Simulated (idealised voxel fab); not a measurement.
A process module follows: voxel wiring stack.
FYI the section here is cut, 185 nm wide, cells are 5 nm squares.
How to read a cross-section here: the picture is a grid of square cells, written as bands going from the top down, and any band can span one or more rows of cells.
Band: top height; bottom height; in nm. Then, left to right: material with width in nm, for each material. "edge to edge": a single material spanning edge to edge. "empty": empty space.
Height reference: 0 = level under which incoming wafer is all one material. Lowest band: no bottom, runs on downward, e.g. "0 -> down".
With a width like "30..40", each row of cells in the band differs from the next by the same amount, the top row carrying the first number and the bottom row the second.
The cross-section has no changed cell in any step marked "left unchanged".
"Enclosed empty spaces": empty spaces of 8 cells or more with no open way to the top, each given as width x height at distance, distance from the left edge, all in nm.
Text after the settings on a step's line: the simulator's own remark on that step.
The line of a step may include "overlay nm". On a step with a mask, this value is how far to the right of its planned place the mask lay. A negative value means the mask lay to the left.
[This section lists the process steps that were planned]
step 1: RECEIVE with material Si
step 2: CONFORMAL_DEP with material SiO2, thk nm 15
step 3: DIRECTIONAL_DEP with material TiN, thk nm 5
step 4: DIRECTIONAL_DEP with material W, thk nm 25
step 5: DIRECTIONAL_DEP with material aC, thk nm 10
step 6: PATTERN with tone cover, mask id METAL_1, material resist, width nm 25, pitch nm 55, thk nm 30, overlay nm 0
step 7: DIRECTIONAL_ETCH with etch materials aC, depth nm 10
step 8: STRIP with etch materials resist
step 9: DIRECTIONAL_ETCH with etch materials W, depth nm 25
step 10: DIRECTIONAL_ETCH with etch materials TiN, depth nm 5
step 11: STRIP with etch materials aC
step 12: CONFORMAL_DEP with material SiN, thk nm 5
step 13: FILL_DEP with material lowk, thk nm 5
step 14: CMP with height nm 45
step 15: CONFORMAL_DEP with material SiCN, thk nm 5
step 16: DIRECTIONAL_DEP with material lowk, thk nm 20
step 17: DIRECTIONAL_DEP with material aC, thk nm 10
step 18: PATTERN with tone open, mask id PLUG_1, material resist, width nm 15, pitch nm 110, thk nm 25, overlay nm 0
step 19: DIRECTIONAL_ETCH with etch materials aC, depth nm 10
step 20: STRIP with etch materials resist
step 21: DIRECTIONAL_ETCH with etch materials lowk, depth nm 20
step 22: DIRECTIONAL_ETCH with etch materials SiCN, depth nm 5
step 23: STRIP with etch materials aC
step 24: CONFORMAL_DEP with material TiN, thk nm 5
step 25: FILL_DEP with material W, thk nm 5
step 26: CMP with height nm 70
step 27: CONFORMAL_DEP with material SiN, thk nm 5
step 28: DIRECTIONAL_DEP with material lowk, thk nm 15
step 29: MASKED_ETCH with tone open, mask id METAL_2, width nm 25, pitch nm 55, etch materials lowk, depth nm 15, overlay nm 0
step 30: MASKED_ETCH with tone open, mask id METAL_2, width nm 25, pitch nm 55, etch materials SiN, depth nm 5, overlay nm 0
step 31: CONFORMAL_DEP with material TiN, thk nm 5
step 32: FILL_DEP with material Cu, thk nm 10
step 33: CMP with height nm 90
step 34: EPI with material Ru, thk nm 5
step 35: FILL_DEP with material SiCN, thk nm 5
step 36: DIRECTIONAL_DEP with material lowk, thk nm 10
step 37: PATTERN with tone open, mask id PLUG_2, material resist, width nm 15, pitch nm 55, thk nm 15, overlay nm 0
step 38: DIRECTIONAL_ETCH with etch materials lowk, depth nm 10
step 39: DIRECTIONAL_ETCH with etch materials SiCN, depth nm 5
step 40: STRIP with etch materials resist
step 41: CONFORMAL_DEP with material TiN, thk nm 5
step 42: FILL_DEP with material W, thk nm 10
step 43: CMP with height nm 110
step 44: CONFORMAL_DEP with material SiCN, thk nm 5
step 45: DIRECTIONAL_DEP with material lowk, thk nm 15
step 46: MASKED_ETCH with tone open, mask id METAL_3, width nm 25, pitch nm 55, etch materials lowk, depth nm 15, overlay nm 0
step 47: MASKED_ETCH with tone open, mask id METAL_3, width nm 25, pitch nm 55, etch materials SiCN, depth nm 5, overlay nm 0
step 48: CONFORMAL_DEP with material TiN, thk nm 5
step 49: FILL_DEP with material Ru, thk nm 10
step 50: CMP with height nm 130
step 51: EPI with material Ru, thk nm 5
step 52: FILL_DEP with material SiCN, thk nm 5
[First wafer of two (run as planned)]
[Cross-section, incoming material, after step 1]
> 0 -> down = Si edge to edge
> Enclosed empty spaces: none
[After step 2: wafer cross-section]
> 15 -> 0 = SiO2 edge to edge
> Unchanged below 0.
[After step 3: wafer cross-section]
> 20 -> 15 = TiN edge to edge
> Unchanged below 15.
[After step 4: wafer cross-section]
> 45 -> 20 = W edge to edge
> Unchanged below 20.
[After step 5: wafer cross-section]
> 55 -> 45 = aC edge to edge
> Unchanged below 45.
[After step 6: wafer cross-section]
> 85 -> 55 = empty 25; resist 25; empty 30; resist 25; empty 30; resist 25; empty 25
> Unchanged below 55.
[After step 7: wafer cross-section]
> 75 -> 55 = empty 25; resist 25; empty 30; resist 25; empty 30; resist 25; empty 25
> 55 -> 45 = empty 25; aC 25; empty 30; aC 25; empty 30; aC 25; empty 25
> Unchanged below 45.
[After step 8: wafer cross-section]
> 55 -> 45 = empty 25; aC 25; empty 30; aC 25; empty 30; aC 25; empty 25
> Unchanged below 45.
[After step 9: wafer cross-section]
> 55 -> 45 = empty 25; aC 25; empty 30; aC 25; empty 30; aC 25; empty 25
> 45 -> 20 = empty 25; W 25; empty 30; W 25; empty 30; W 25; empty 25
> Unchanged below 20.
[After step 10: wafer cross-section]
> 55 -> 45 = empty 25; aC 25; empty 30; aC 25; empty 30; aC 25; empty 25
> 45 -> 20 = empty 25; W 25; empty 30; W 25; empty 30; W 25; empty 25
> 20 -> 15 = empty 25; TiN 25; empty 30; TiN 25; empty 30; TiN 25; empty 25
> Unchanged below 15.
[After step 11: wafer cross-section]
> 45 -> 20 = empty 25; W 25; empty 30; W 25; empty 30; W 25; empty 25
> Unchanged below 20.
[After step 12: wafer cross-section]
> 50 -> 45 = empty 20; SiN 35; empty 20; SiN 35; empty 20; SiN 35; empty 20
> 45 -> 20 = empty 20; SiN 5; W 25; SiN 5; empty 20; SiN 5; W 25; SiN 5; empty 20; SiN 5; W 25; SiN 5; empty 20
> 20 -> 15 = SiN 25; TiN 25; SiN 30; TiN 25; SiN 30; TiN 25; SiN 25
> Unchanged below 15.
[After step 13: wafer cross-section]
> 55 -> 50 = lowk edge to edge
> 50 -> 45 = lowk 20; SiN 35; lowk 20; SiN 35; lowk 20; SiN 35; lowk 20
> 45 -> 20 = lowk 20; SiN 5; W 25; SiN 5; lowk 20; SiN 5; W 25; SiN 5; lowk 20; SiN 5; W 25; SiN 5; lowk 20
> Unchanged below 20.
[After step 14: wafer cross-section]
> 45 -> 20 = lowk 20; SiN 5; W 25; SiN 5; lowk 20; SiN 5; W 25; SiN 5; lowk 20; SiN 5; W 25; SiN 5; lowk 20
> Unchanged below 20.
[After step 15: wafer cross-section]
> 50 -> 45 = SiCN edge to edge
> Unchanged below 45.
[After step 16: wafer cross-section]
> 70 -> 50 = lowk edge to edge
> Unchanged below 50.
[After step 17: wafer cross-section]
> 80 -> 70 = aC edge to edge
> Unchanged below 70.
[After step 18: wafer cross-section]
> 105 -> 80 = resist 25; empty 15; resist 95; empty 15; resist 35
> Unchanged below 80.
[After step 19: wafer cross-section]
> 95 -> 80 = resist 25; empty 15; resist 95; empty 15; resist 35
> 80 -> 70 = aC 25; empty 15; aC 95; empty 15; aC 35
> Unchanged below 70.
[After step 20: wafer cross-section]
> 80 -> 70 = aC 25; empty 15; aC 95; empty 15; aC 35
> Unchanged below 70.
[After step 21: wafer cross-section]
> 80 -> 70 = aC 25; empty 15; aC 95; empty 15; aC 35
> 70 -> 50 = lowk 25; empty 15; lowk 95; empty 15; lowk 35
> Unchanged below 50.
[After step 22: wafer cross-section]
> 80 -> 70 = aC 25; empty 15; aC 95; empty 15; aC 35
> 70 -> 50 = lowk 25; empty 15; lowk 95; empty 15; lowk 35
> 50 -> 45 = SiCN 25; empty 15; SiCN 95; empty 15; SiCN 35
> Unchanged below 45.
[After step 23: wafer cross-section]
> 70 -> 50 = lowk 25; empty 15; lowk 95; empty 15; lowk 35
> Unchanged below 50.
[After step 24: wafer cross-section]
> 75 -> 70 = TiN 30; empty 5; TiN 105; empty 5; TiN 40
> 70 -> 50 = lowk 25; TiN 5; empty 5; TiN 5; lowk 95; TiN 5; empty 5; TiN 5; lowk 35
> 50 -> 45 = SiCN 25; TiN 15; SiCN 95; TiN 15; SiCN 35
> Unchanged below 45.
[After step 25: wafer cross-section]
> 80 -> 75 = W edge to edge
> 75 -> 70 = TiN 30; W 5; TiN 105; W 5; TiN 40
> 70 -> 50 = lowk 25; TiN 5; W 5; TiN 5; lowk 95; TiN 5; W 5; TiN 5; lowk 35
> Unchanged below 50.
[After step 26: wafer cross-section]
> 70 -> 50 = lowk 25; TiN 5; W 5; TiN 5; lowk 95; TiN 5; W 5; TiN 5; lowk 35
> Unchanged below 50.
[After step 27: wafer cross-section]
> 75 -> 70 = SiN edge to edge
> Unchanged below 70.
[After step 28: wafer cross-section]
> 90 -> 75 = lowk edge to edge
> Unchanged below 75.
[After step 29: wafer cross-section]
> 90 -> 75 = lowk 25; empty 25; lowk 30; empty 25; lowk 30; empty 25; lowk 25
> Unchanged below 75.
[After step 30: wafer cross-section]
> 90 -> 75 = lowk 25; empty 25; lowk 30; empty 25; lowk 30; empty 25; lowk 25
> 75 -> 70 = SiN 25; empty 25; SiN 30; empty 25; SiN 30; empty 25; SiN 25
> Unchanged below 70.
[After step 31: wafer cross-section]
> 95 -> 90 = TiN 30; empty 15; TiN 40; empty 15; TiN 40; empty 15; TiN 30
> 90 -> 75 = lowk 25; TiN 5; empty 15; TiN 5; lowk 30; TiN 5; empty 15; TiN 5; lowk 30; TiN 5; empty 15; TiN 5; lowk 25
> 75 -> 70 = SiN 25; TiN 25; SiN 30; TiN 25; SiN 30; TiN 25; SiN 25
> Unchanged below 70.
[After step 32: wafer cross-section]
> 105 -> 95 = Cu edge to edge
> 95 -> 90 = TiN 30; Cu 15; TiN 40; Cu 15; TiN 40; Cu 15; TiN 30
> 90 -> 75 = lowk 25; TiN 5; Cu 15; TiN 5; lowk 30; TiN 5; Cu 15; TiN 5; lowk 30; TiN 5; Cu 15; TiN 5; lowk 25
> Unchanged below 75.
[After step 33: wafer cross-section]
> 90 -> 75 = lowk 25; TiN 5; Cu 15; TiN 5; lowk 30; TiN 5; Cu 15; TiN 5; lowk 30; TiN 5; Cu 15; TiN 5; lowk 25
> Unchanged below 75.
[After step 34: wafer cross-section]
> 95 -> 90 = empty 20; Ru 35; empty 20; Ru 35; empty 20; Ru 35; empty 20
> Unchanged below 90.
[After step 35: wafer cross-section]
> 100 -> 95 = SiCN edge to edge
> 95 -> 90 = SiCN 20; Ru 35; SiCN 20; Ru 35; SiCN 20; Ru 35; SiCN 20
> Unchanged below 90.
[After step 36: wafer cross-section]
> 110 -> 100 = lowk edge to edge
> Unchanged below 100.
[After step 37: wafer cross-section]
> 125 -> 110 = resist 25; empty 15; resist 40; empty 15; resist 40; empty 15; resist 35
> Unchanged below 110.
[After step 38: wafer cross-section]
> 125 -> 110 = resist 25; empty 15; resist 40; empty 15; resist 40; empty 15; resist 35
> 110 -> 100 = lowk 25; empty 15; lowk 40; empty 15; lowk 40; empty 15; lowk 35
> Unchanged below 100.
[After step 39: wafer cross-section]
> 125 -> 110 = resist 25; empty 15; resist 40; empty 15; resist 40; empty 15; resist 35
> 110 -> 100 = lowk 25; empty 15; lowk 40; empty 15; lowk 40; empty 15; lowk 35
> 100 -> 95 = SiCN 25; empty 15; SiCN 40; empty 15; SiCN 40; empty 15; SiCN 35
> Unchanged below 95.
[After step 40: wafer cross-section]
> 110 -> 100 = lowk 25; empty 15; lowk 40; empty 15; lowk 40; empty 15; lowk 35
> Unchanged below 100.
[After step 41: wafer cross-section]
> 115 -> 110 = TiN 30; empty 5; TiN 50; empty 5; TiN 50; empty 5; TiN 40
> 110 -> 100 = lowk 25; TiN 5; empty 5; TiN 5; lowk 40; TiN 5; empty 5; TiN 5; lowk 40; TiN 5; empty 5; TiN 5; lowk 35
> 100 -> 95 = SiCN 25; TiN 15; SiCN 40; TiN 15; SiCN 40; TiN 15; SiCN 35
> Unchanged below 95.
[After step 42: wafer cross-section]
> 125 -> 115 = W edge to edge
> 115 -> 110 = TiN 30; W 5; TiN 50; W 5; TiN 50; W 5; TiN 40
> 110 -> 100 = lowk 25; TiN 5; W 5; TiN 5; lowk 40; TiN 5; W 5; TiN 5; lowk 40; TiN 5; W 5; TiN 5; lowk 35
> Unchanged below 100.
[After step 43: wafer cross-section]
> 110 -> 100 = lowk 25; TiN 5; W 5; TiN 5; lowk 40; TiN 5; W 5; TiN 5; lowk 40; TiN 5; W 5; TiN 5; lowk 35
> Unchanged below 100.
[After step 44: wafer cross-section]
> 115 -> 110 = SiCN edge to edge
> Unchanged below 110.
[After step 45: wafer cross-section]
> 130 -> 115 = lowk edge to edge
> Unchanged below 115.
[After step 46: wafer cross-section]
> 130 -> 115 = lowk 25; empty 25; lowk 30; empty 25; lowk 30; empty 25; lowk 25
> Unchanged below 115.
[After step 47: wafer cross-section]
> 130 -> 115 = lowk 25; empty 25; lowk 30; empty 25; lowk 30; empty 25; lowk 25
> 115 -> 110 = SiCN 25; empty 25; SiCN 30; empty 25; SiCN 30; empty 25; SiCN 25
> Unchanged below 110.
[After step 48: wafer cross-section]
> 135 -> 130 = TiN 30; empty 15; TiN 40; empty 15; TiN 40; empty 15; TiN 30
> 130 -> 115 = lowk 25; TiN 5; empty 15; TiN 5; lowk 30; TiN 5; empty 15; TiN 5; lowk 30; TiN 5; empty 15; TiN 5; lowk 25
> 115 -> 110 = SiCN 25; TiN 25; SiCN 30; TiN 25; SiCN 30; TiN 25; SiCN 25
> Unchanged below 110.
[After step 49: wafer cross-section]
> 145 -> 135 = Ru edge to edge
> 135 -> 130 = TiN 30; Ru 15; TiN 40; Ru 15; TiN 40; Ru 15; TiN 30
> 130 -> 115 = lowk 25; TiN 5; Ru 15; TiN 5; lowk 30; TiN 5; Ru 15; TiN 5; lowk 30; TiN 5; Ru 15; TiN 5; lowk 25
> Unchanged below 115.
[After step 50: wafer cross-section]
> 130 -> 115 = lowk 25; TiN 5; Ru 15; TiN 5; lowk 30; TiN 5; Ru 15; TiN 5; lowk 30; TiN 5; Ru 15; TiN 5; lowk 25
> Unchanged below 115.
[After step 51: wafer cross-section]
> 135 -> 130 = empty 20; Ru 35; empty 20; Ru 35; empty 20; Ru 35; empty 20
> Unchanged below 130.
[After step 52: wafer cross-section]
> 140 -> 135 = SiCN edge to edge
> 135 -> 130 = SiCN 20; Ru 35; SiCN 20; Ru 35; SiCN 20; Ru 35; SiCN 20
> Unchanged below 130.
[Second of two: same start, same plan, one run error; steps up to and including 1 match the first]
[Cross-section of the second wafer when, according to plan, step 2 should have finished]
> 30 -> 0 = SiO2 edge to edge
> Unchanged below 0.
[Cross-section of the second wafer when, according to plan, step 3 should have finished]
> 35 -> 30 = TiN edge to edge
> Unchanged below 30.
[Cross-section of the second wafer when, according to plan, step 4 should have finished]
> 60 -> 35 = W edge to edge
> Unchanged below 35.
[Cross-section of the second wafer when, according to plan, step 5 should have finished]
> 70 -> 60 = aC edge to edge
> Unchanged below 60.
[Cross-section of the second wafer when, according to plan, step 6 should have finished]
> 100 -> 70 = empty 25; resist 25; empty 30; resist 25; empty 30; resist 25; empty 25
> Unchanged below 70.
[Cross-section of the second wafer when, according to plan, step 7 should have finished]
> 90 -> 70 = empty 25; resist 25; empty 30; resist 25; empty 30; resist 25; empty 25
> 70 -> 60 = empty 25; aC 25; empty 30; aC 25; empty 30; aC 25; empty 25
> Unchanged below 60.
[Cross-section of the second wafer when, according to plan, step 8 should have finished]
> 70 -> 60 = empty 25; aC 25; empty 30; aC 25; empty 30; aC 25; empty 25
> Unchanged below 60.
[Cross-section of the second wafer when, according to plan, step 9 should have finished]
> 70 -> 60 = empty 25; aC 25; empty 30; aC 25; empty 30; aC 25; empty 25
> 60 -> 35 = empty 25; W 25; empty 30; W 25; empty 30; W 25; empty 25
> Unchanged below 35.
[Cross-section of the second wafer when, according to plan, step 10 should have finished]
> 70 -> 60 = empty 25; aC 25; empty 30; aC 25; empty 30; aC 25; empty 25
> 60 -> 35 = empty 25; W 25; empty 30; W 25; empty 30; W 25; empty 25
> 35 -> 30 = empty 25; TiN 25; empty 30; TiN 25; empty 30; TiN 25; empty 25
> Unchanged below 30.
[Cross-section of the second wafer when, according to plan, step 11 should have finished]
> 60 -> 35 = empty 25; W 25; empty 30; W 25; empty 30; W 25; empty 25
> Unchanged below 35.
[Cross-section of the second wafer when, according to plan, step 12 should have finished]
> 65 -> 60 = empty 20; SiN 35; empty 20; SiN 35; empty 20; SiN 35; empty 20
> 60 -> 35 = empty 20; SiN 5; W 25; SiN 5; empty 20; SiN 5; W 25; SiN 5; empty 20; SiN 5; W 25; SiN 5; empty 20
> 35 -> 30 = SiN 25; TiN 25; SiN 30; TiN 25; SiN 30; TiN 25; SiN 25
> Unchanged below 30.
[Cross-section of the second wafer when, according to plan, step 13 should have finished]
> 70 -> 65 = lowk edge to edge
> 65 -> 60 = lowk 20; SiN 35; lowk 20; SiN 35; lowk 20; SiN 35; lowk 20
> 60 -> 35 = lowk 20; SiN 5; W 25; SiN 5; lowk 20; SiN 5; W 25; SiN 5; lowk 20; SiN 5; W 25; SiN 5; lowk 20
> Unchanged below 35.
[Cross-section of the second wafer when, according to plan, step 14 should have finished]
> 45 -> 35 = lowk 20; SiN 5; W 25; SiN 5; lowk 20; SiN 5; W 25; SiN 5; lowk 20; SiN 5; W 25; SiN 5; lowk 20
> Unchanged below 35.
[Cross-section of the second wafer when, according to plan, step 15 should have finished]
> 50 -> 45 = SiCN edge to edge
> Unchanged below 45.
[Cross-section of the second wafer when, according to plan, step 16 should have finished]
> 70 -> 50 = lowk edge to edge
> Unchanged below 50.
[Cross-section of the second wafer when, according to plan, step 17 should have finished]
> 80 -> 70 = aC edge to edge
> Unchanged below 70.
[Cross-section of the second wafer when, according to plan, step 18 should have finished]
> 105 -> 80 = resist 25; empty 15; resist 95; empty 15; resist 35
> Unchanged below 80.
[Cross-section of the second wafer when, according to plan, step 19 should have finished]
> 95 -> 80 = resist 25; empty 15; resist 95; empty 15; resist 35
> 80 -> 70 = aC 25; empty 15; aC 95; empty 15; aC 35
> Unchanged below 70.
[Cross-section of the second wafer when, according to plan, step 20 should have finished]
> 80 -> 70 = aC 25; empty 15; aC 95; empty 15; aC 35
> Unchanged below 70.
[Cross-section of the second wafer when, according to plan, step 21 should have finished]
> 80 -> 70 = aC 25; empty 15; aC 95; empty 15; aC 35
> 70 -> 50 = lowk 25; empty 15; lowk 95; empty 15; lowk 35
> Unchanged below 50.
[Cross-section of the second wafer when, according to plan, step 22 should have finished]
> 80 -> 70 = aC 25; empty 15; aC 95; empty 15; aC 35
> 70 -> 50 = lowk 25; empty 15; lowk 95; empty 15; lowk 35
> 50 -> 45 = SiCN 25; empty 15; SiCN 95; empty 15; SiCN 35
> Unchanged below 45.
[Cross-section of the second wafer when, according to plan, step 23 should have finished]
> 70 -> 50 = lowk 25; empty 15; lowk 95; empty 15; lowk 35
> Unchanged below 50.
[Cross-section of the second wafer when, according to plan, step 24 should have finished]
> 75 -> 70 = TiN 30; empty 5; TiN 105; empty 5; TiN 40
> 70 -> 50 = lowk 25; TiN 5; empty 5; TiN 5; lowk 95; TiN 5; empty 5; TiN 5; lowk 35
> 50 -> 45 = SiCN 25; TiN 15; SiCN 95; TiN 15; SiCN 35
> Unchanged below 45.
[Cross-section of the second wafer when, according to plan, step 25 should have finished]
> 80 -> 75 = W edge to edge
> 75 -> 70 = TiN 30; W 5; TiN 105; W 5; TiN 40
> 70 -> 50 = lowk 25; TiN 5; W 5; TiN 5; lowk 95; TiN 5; W 5; TiN 5; lowk 35
> Unchanged below 50.
[Cross-section of the second wafer when, according to plan, step 26 should have finished]
> 70 -> 50 = lowk 25; TiN 5; W 5; TiN 5; lowk 95; TiN 5; W 5; TiN 5; lowk 35
> Unchanged below 50.
[Cross-section of the second wafer when, according to plan, step 27 should have finished]
> 75 -> 70 = SiN edge to edge
> Unchanged below 70.
[Cross-section of the second wafer when, according to plan, step 28 should have finished]
> 90 -> 75 = lowk edge to edge
> Unchanged below 75.
[Cross-section of the second wafer when, according to plan, step 29 should have finished]
> 90 -> 75 = lowk 25; empty 25; lowk 30; empty 25; lowk 30; empty 25; lowk 25
> Unchanged below 75.
[Cross-section of the second wafer when, according to plan, step 30 should have finished]
> 90 -> 75 = lowk 25; empty 25; lowk 30; empty 25; lowk 30; empty 25; lowk 25
> 75 -> 70 = SiN 25; empty 25; SiN 30; empty 25; SiN 30; empty 25; SiN 25
> Unchanged below 70.
[Cross-section of the second wafer when, according to plan, step 31 should have finished]
> 95 -> 90 = TiN 30; empty 15; TiN 40; empty 15; TiN 40; empty 15; TiN 30
> 90 -> 75 = lowk 25; TiN 5; empty 15; TiN 5; lowk 30; TiN 5; empty 15; TiN 5; lowk 30; TiN 5; empty 15; TiN 5; lowk 25
> 75 -> 70 = SiN 25; TiN 25; SiN 30; TiN 25; SiN 30; TiN 25; SiN 25
> Unchanged below 70.
[Cross-section of the second wafer when, according to plan, step 32 should have finished]
> 105 -> 95 = Cu edge to edge
> 95 -> 90 = TiN 30; Cu 15; TiN 40; Cu 15; TiN 40; Cu 15; TiN 30
> 90 -> 75 = lowk 25; TiN 5; Cu 15; TiN 5; lowk 30; TiN 5; Cu 15; TiN 5; lowk 30; TiN 5; Cu 15; TiN 5; lowk 25
> Unchanged below 75.
[Cross-section of the second wafer when, according to plan, step 33 should have finished]
> 90 -> 75 = lowk 25; TiN 5; Cu 15; TiN 5; lowk 30; TiN 5; Cu 15; TiN 5; lowk 30; TiN 5; Cu 15; TiN 5; lowk 25
> Unchanged below 75.
[Cross-section of the second wafer when, according to plan, step 34 should have finished]
> 95 -> 90 = empty 20; Ru 35; empty 20; Ru 35; empty 20; Ru 35; empty 20
> Unchanged below 90.
[Cross-section of the second wafer when, according to plan, step 35 should have finished]
> 100 -> 95 = SiCN edge to edge
> 95 -> 90 = SiCN 20; Ru 35; SiCN 20; Ru 35; SiCN 20; Ru 35; SiCN 20
> Unchanged below 90.
[Cross-section of the second wafer when, according to plan, step 36 should have finished]
> 110 -> 100 = lowk edge to edge
> Unchanged below 100.
[Cross-section of the second wafer when, according to plan, step 37 should have finished]
> 125 -> 110 = resist 25; empty 15; resist 40; empty 15; resist 40; empty 15; resist 35
> Unchanged below 110.
[Cross-section of the second wafer when, according to plan, step 38 should have finished]
> 125 -> 110 = resist 25; empty 15; resist 40; empty 15; resist 40; empty 15; resist 35
> 110 -> 100 = lowk 25; empty 15; lowk 40; empty 15; lowk 40; empty 15; lowk 35
> Unchanged below 100.
[Cross-section of the second wafer when, according to plan, step 39 should have finished]
> 125 -> 110 = resist 25; empty 15; resist 40; empty 15; resist 40; empty 15; resist 35
> 110 -> 100 = lowk 25; empty 15; lowk 40; empty 15; lowk 40; empty 15; lowk 35
> 100 -> 95 = SiCN 25; empty 15; SiCN 40; empty 15; SiCN 40; empty 15; SiCN 35
> Unchanged below 95.
[Cross-section of the second wafer when, according to plan, step 40 should have finished]
> 110 -> 100 = lowk 25; empty 15; lowk 40; empty 15; lowk 40; empty 15; lowk 35
> Unchanged below 100.
[Cross-section of the second wafer when, according to plan, step 41 should have finished]
> 115 -> 110 = TiN 30; empty 5; TiN 50; empty 5; TiN 50; empty 5; TiN 40
> 110 -> 100 = lowk 25; TiN 5; empty 5; TiN 5; lowk 40; TiN 5; empty 5; TiN 5; lowk 40; TiN 5; empty 5; TiN 5; lowk 35
> 100 -> 95 = SiCN 25; TiN 15; SiCN 40; TiN 15; SiCN 40; TiN 15; SiCN 35
> Unchanged below 95.
[Cross-section of the second wafer when, according to plan, step 42 should have finished]
> 125 -> 115 = W edge to edge
> 115 -> 110 = TiN 30; W 5; TiN 50; W 5; TiN 50; W 5; TiN 40
> 110 -> 100 = lowk 25; TiN 5; W 5; TiN 5; lowk 40; TiN 5; W 5; TiN 5; lowk 40; TiN 5; W 5; TiN 5; lowk 35
> Unchanged below 100.
[Cross-section of the second wafer when, according to plan, step 43 should have finished]
> 110 -> 100 = lowk 25; TiN 5; W 5; TiN 5; lowk 40; TiN 5; W 5; TiN 5; lowk 40; TiN 5; W 5; TiN 5; lowk 35
> Unchanged below 100.
[Cross-section of the second wafer when, according to plan, step 44 should have finished]
> 115 -> 110 = SiCN edge to edge
> Unchanged below 110.
[Cross-section of the second wafer when, according to plan, step 45 should have finished]
> 130 -> 115 = lowk edge to edge
> Unchanged below 115.
[Cross-section of the second wafer when, according to plan, step 46 should have finished]
> 130 -> 115 = lowk 25; empty 25; lowk 30; empty 25; lowk 30; empty 25; lowk 25
> Unchanged below 115.
[Cross-section of the second wafer when, according to plan, step 47 should have finished]
> 130 -> 115 = lowk 25; empty 25; lowk 30; empty 25; lowk 30; empty 25; lowk 25
> 115 -> 110 = SiCN 25; empty 25; SiCN 30; empty 25; SiCN 30; empty 25; SiCN 25
> Unchanged below 110.
[Cross-section of the second wafer when, according to plan, step 48 should have finished]
> 135 -> 130 = TiN 30; empty 15; TiN 40; empty 15; TiN 40; empty 15; TiN 30
> 130 -> 115 = lowk 25; TiN 5; empty 15; TiN 5; lowk 30; TiN 5; empty 15; TiN 5; lowk 30; TiN 5; empty 15; TiN 5; lowk 25
> 115 -> 110 = SiCN 25; TiN 25; SiCN 30; TiN 25; SiCN 30; TiN 25; SiCN 25
> Unchanged below 110.
[Cross-section of the second wafer when, according to plan, step 49 should have finished]
> 145 -> 135 = Ru edge to edge
> 135 -> 130 = TiN 30; Ru 15; TiN 40; Ru 15; TiN 40; Ru 15; TiN 30
> 130 -> 115 = lowk 25; TiN 5; Ru 15; TiN 5; lowk 30; TiN 5; Ru 15; TiN 5; lowk 30; TiN 5; Ru 15; TiN 5; lowk 25
> Unchanged below 115.
[Cross-section of the second wafer when, according to plan, step 50 should have finished]
> 130 -> 115 = lowk 25; TiN 5; Ru 15; TiN 5; lowk 30; TiN 5; Ru 15; TiN 5; lowk 30; TiN 5; Ru 15; TiN 5; lowk 25
> Unchanged below 115.
[Cross-section of the second wafer when, according to plan, step 51 should have finished]
> 135 -> 130 = empty 20; Ru 35; empty 20; Ru 35; empty 20; Ru 35; empty 20
> Unchanged below 130.
[Cross-section of the second wafer when, according to plan, step 52 should have finished]
> 140 -> 135 = SiCN edge to edge
> 135 -> 130 = SiCN 20; Ru 35; SiCN 20; Ru 35; SiCN 20; Ru 35; SiCN 20
> Unchanged below 130.
Short version of what went wrong: heads up, step 2 of the plan got done twice
at the end the second wafer has, in cells: SiN -18, SiO2 +111, W -45, lowk -48
